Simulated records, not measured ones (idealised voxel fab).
process module | voxel self aligned vias
cross-section cut | 160 nm wide | cells 5 nm
A cross-section is a grid of square cells, given in bands from the top down. A band is one or more rows of cells.
Each band's line starts with the height of the band's top and of its bottom, in nm. Then come its materials from left to right, each with its width in nm. One material with "throughout" fills the band from edge to edge. "air" is empty space.
Height 0 is the level under which the wafer as received is all one material. The lowest band goes on downwards, as in "0 down".
A width such as "30 to 40" changes by the same amount from each row of cells to the next, from the band's top row to its bottom row.
"no change" after a step means that no cell of the cross-section changed.
closed voids: empty space of 8 cells or more with no open way to the top, each as width x height at its distance from the left edge, in nm
after a step's settings: what the simulator itself notes on the step
overlay nm, on a step with a mask: how far to the right of its planned place the mask lay; to the left if negative
plan
1 op RECEIVE | material Si
2 op CONFORMAL_DEP | material SiO2 | thk nm 15
3 op CONFORMAL_DEP | material SiCN | thk nm 5
4 op DIRECTIONAL_DEP | material lowk | thk nm 20
5 op MASKED_ETCH | tone open | mask id LINES | width nm 20 | pitch nm 45 | etch materials lowk | depth nm 20 | overlay nm 0
6 op CONFORMAL_DEP | material TiN | thk nm 5
7 op FILL_DEP | material W | thk nm 5
8 op CMP | height nm 40
9 op SELECTIVE_ETCH | etch materials W Ru TiN | depth nm 10
10 op FILL_DEP | material SiN | thk nm 5
11 op CMP | height nm 40
12 op DIRECTIONAL_DEP | material lowk | thk nm 5
13 op PATTERN | tone open | mask id VIAS | material resist | width nm 30 | pitch nm 45 | thk nm 20 | overlay nm 0
14 op DIRECTIONAL_ETCH | etch materials lowk | depth nm 15
15 op DIRECTIONAL_ETCH | etch materials SiN | depth nm 10
16 op STRIP | etch materials resist
17 op CONFORMAL_DEP | material TiN | thk nm 5
18 op FILL_DEP | material Ru | thk nm 5
19 op CMP | height nm 55
20 op CONFORMAL_DEP | material SiN | thk nm 5
varied across the wafers: thk nm of step 12. The plan shows the first wafer's value. All wafers start alike
first wafer as received, after step 1
  0 down: Si throughout
  closed voids: none
first wafer at the end, after step 20
  60 to 55: SiN throughout
  55 to 50: Ru throughout
  50 to 45: TiN 45 | Ru 20 | TiN 25 | Ru 20 | TiN 50
  45 to 35: lowk 40 | TiN 5 | Ru 20 | TiN 5 | lowk 15 | TiN 5 | Ru 20 | TiN 5 | lowk 45
  35 to 30: lowk 40 | TiN 30 | lowk 15 | TiN 30 | lowk 45
  30 to 25: lowk 45 | TiN 5 | W 10 | TiN 5 | lowk 25 | TiN 5 | W 10 | TiN 5 | lowk 50
  25 to 20: lowk 45 | TiN 20 | lowk 25 | TiN 20 | lowk 50
  20 to 15: SiCN throughout
  15 to 0: SiO2 throughout
  0 down: Si throughout
  closed voids: none
last wafer at the end
  60 to 55: SiN throughout
  55 to 40: lowk throughout
  40 to 30: lowk 45 | SiN 20 | lowk 25 | SiN 20 | lowk 50
  30 to 25: lowk 45 | TiN 5 | W 10 | TiN 5 | lowk 25 | TiN 5 | W 10 | TiN 5 | lowk 50
  25 to 20: lowk 45 | TiN 20 | lowk 25 | TiN 20 | lowk 50
  20 to 15: SiCN throughout
  15 to 0: SiO2 throughout
  0 down: Si throughout
  closed voids: none
each wafer at the end: cells of each material gained (+) or lost (-) since it was received, then its closed voids
thk nm 5 | +56 Ru | +32 SiCN | +32 SiN | +96 SiO2 | +56 TiN | +4 W | +108 lowk | closed voids: none
thk nm 10 | +28 Ru | +32 SiCN | +32 SiN | +96 SiO2 | +60 TiN | +4 W | +132 lowk | closed voids: none
thk nm 15 | +24 Ru | +32 SiCN | +32 SiN | +96 SiO2 | +40 TiN | +4 W | +156 lowk | closed voids: none
thk nm 20 | +8 Ru | +32 SiCN | +48 SiN | +96 SiO2 | +28 TiN | +4 W | +168 lowk | closed voids: none
thk nm 25 | +32 SiCN | +48 SiN | +96 SiO2 | +24 TiN | +4 W | +180 lowk | closed voids: none
thk nm 30 | +32 SiCN | +48 SiN | +96 SiO2 | +12 TiN | +4 W | +192 lowk | closed voids: none
